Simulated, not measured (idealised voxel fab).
Module name: voxel released beams (process module)
FYI the section here is cut, 290 nm wide, cells are 5 nm squares.
In this document a cross-section is written as a grid of square cells. It is given as a series of bands, listed from the top down, and a band is one or more rows of cells.
Per band: top height and bottom height in nm, followed by the left-to-right materials and their widths in nm; "all across" marks a single material spanning edge to edge, "empty" marks empty space.
Ref level 0: as-received wafer is one material below here. Bottom band extends down with no lower bound ("0 -> down").
When a width is written as two numbers, as in "30->40", the first number is the width in the top row of cells of the band and the second is the width in its bottom row, and the width changes by the same amount from each row to the next.
"stayed the same" -> step changed no cross-section cell.
If an empty space has no open way to the top and is at least 8 cells in size, "Completely enclosed voids" lists it, written width x height at distance, where distance is measured from the left edge and every value is in nm.
Heads up: the bit after the settings on a step's line is the simulator's remark on that step.
overlay nm: where the mask lay relative to plan, measured to the right, on steps with a mask; negatives go left.
### Steps in the process plan
1) RECEIVE (material Si)
2) CONFORMAL_DEP (material Al2O3; thk nm 10)
3) DIRECTIONAL_DEP (material SiO2; thk nm 5)
4) PATTERN (tone open; mask id ANCHOR; material resist; width nm 25; thk nm 20; overlay nm 0)
5) DIRECTIONAL_ETCH (etch materials SiO2; depth nm 10)
6) STRIP (etch materials resist)
7) CONFORMAL_DEP (material SiN; thk nm 10)
8) MASKED_ETCH (tone cover; mask id BEAM; width nm 80; etch materials SiN; depth nm 10; overlay nm 0)
9) STRIP (etch materials SiO2)
The value of thk nm given for step 3 in the plan refers to the first wafer; the wafers vary in this setting and are alike at the start.
### Cross-section of the first incoming wafer of several, state after step 1
  0 -> down = Si all across
  Completely enclosed voids: none
### Basically each wafer gets a line in the table, showing it at the end of the module: material by material, the cells it gained (+) or lost (-) since we got it, then its closed voids
thk nm 5, +116 Al2O3, +36 SiN, Completely enclosed voids: none
thk nm 10, +116 Al2O3, +40 SiN, Completely enclosed voids: none
thk nm 15, +116 Al2O3, Completely enclosed voids: none
thk nm 20, +116 Al2O3, Completely enclosed voids: none
thk nm 25, +116 Al2O3, Completely enclosed voids: none
